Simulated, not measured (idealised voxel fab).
The following is a process module called voxel self aligned vias.
Cross-sectional view cut (width: 245 nm; square cell size: 5 nm).
When this document writes out a cross-section, it uses a grid of square cells and lists it as bands, beginning at the top and moving down, with a band standing for one or more rows of cells. Heights first: top, then bottom, in nm. Then materials, left to right, each with a width in nm. "all across" on a single material: fills the band edge to edge. "blank": empty space. Height 0 is the level under which the wafer as received is all one material. The lowest band goes on downwards, as in "0 down". So if you see something like "30..40" for the width, read it as the top row of the band sitting at the first number and the bottom row at the second, with every row in between moving by the same amount as the last. Key: "identical to before" - step with no changed cell in the cross-section. Empty spaces counting at least 8 cells and having no open way to the top are listed in "Enclosed void listing". The notation width x height at distance is used for each, the distance being from the left edge and all three values in nm. Whatever follows a step's settings on its line is a remark the simulator itself makes about that step. overlay nm: for a step with a mask, the amount by which the mask lay right of where it was planned; a negative amount means left of it.
[Process steps - plan]
1. op RECEIVE | material Si
2. op CONFORMAL_DEP | material SiO2 | thk nm 10
3. op CONFORMAL_DEP | material SiCN | thk nm 5
4. op DIRECTIONAL_DEP | material lowk | thk nm 25
5. op MASKED_ETCH | tone open | mask id LINES | width nm 25 | pitch nm 75 | etch materials lowk | depth nm 25 | overlay nm 0
6. op CONFORMAL_DEP | material TiN | thk nm 5
7. op FILL_DEP | material Ru | thk nm 10
8. op CMP | height nm 40
9. op SELECTIVE_ETCH | etch materials W Ru TiN | depth nm 5
10. op FILL_DEP | material SiN | thk nm 5
11. op CMP | height nm 40
12. op DIRECTIONAL_DEP | material lowk | thk nm 15
13. op DIRECTIONAL_DEP | material aC | thk nm 10
14. op PATTERN | tone open | mask id VIAS | material resist | width nm 45 | thk nm 25 | overlay nm 0
15. op DIRECTIONAL_ETCH | etch materials aC | depth nm 10
16. op STRIP | etch materials resist
17. op DIRECTIONAL_ETCH | etch materials lowk | depth nm 15
18. op DIRECTIONAL_ETCH | etch materials SiN | depth nm 5
19. op STRIP | etch materials aC
20. op CONFORMAL_DEP | material TiN | thk nm 5
21. op FILL_DEP | material Ru | thk nm 10
22. op CMP | height nm 55
23. op CONFORMAL_DEP | material SiCN | thk nm 5
[Here's what the wafer looked like in cross-section when it arrived - that's after step 1]
- 0 down = Si all across
- Enclosed void listing: none
[The first of two wafers, cross-sectioned at the end of the module, with the run proceeding as planned]
- 60 to 55 = SiCN all across
- 55 to 45 = lowk 60 nm  TiN 5 nm  Ru 35 nm  TiN 5 nm  lowk 140 nm
- 45 to 40 = lowk 60 nm  TiN 15 nm  Ru 15 nm  TiN 15 nm  lowk 140 nm
- 40 to 35 = lowk 70 nm  TiN 25 nm  lowk 50 nm  SiN 25 nm  lowk 75 nm
- 35 to 20 = lowk 70 nm  TiN 5 nm  Ru 15 nm  TiN 5 nm  lowk 50 nm  TiN 5 nm  Ru 15 nm  TiN 5 nm  lowk 75 nm
- 20 to 15 = lowk 70 nm  TiN 25 nm  lowk 50 nm  TiN 25 nm  lowk 75 nm
- 15 to 10 = SiCN all across
- 10 to 0 = SiO2 all across
- 0 down = Si all across
- Enclosed void listing: none
[Second wafer of the two, sectioned at the end of the module. It began like the first and followed the same plan, but one mistake was made while running it]
- 60 to 55 = SiCN all across
- 55 to 45 = lowk 60 nm  TiN 5 nm  Ru 35 nm  TiN 5 nm  lowk 140 nm
- 45 to 40 = lowk 60 nm  TiN 5 nm  Ru 15 nm  TiN 25 nm  lowk 140 nm
- 40 to 35 = lowk 60 nm  TiN 25 nm  lowk 50 nm  SiN 25 nm  lowk 85 nm
- 35 to 20 = lowk 60 nm  TiN 5 nm  Ru 15 nm  TiN 5 nm  lowk 50 nm  TiN 5 nm  Ru 15 nm  TiN 5 nm  lowk 85 nm
- 20 to 15 = lowk 60 nm  TiN 25 nm  lowk 50 nm  TiN 25 nm  lowk 85 nm
- 15 to 10 = SiCN all across
- 10 to 0 = SiO2 all across
- 0 down = Si all across
- Enclosed void listing: none
Finding, execution versus plan: contrary to plan, step 5 was performed as op MASKED_ETCH | tone open | mask id LINES | width nm 25 | pitch nm 75 | etch materials lowk | depth nm 25 | overlay nm -10
When the process is done, the second wafer contains the same cell count of every material as the first wafer, but distributed over other locations.
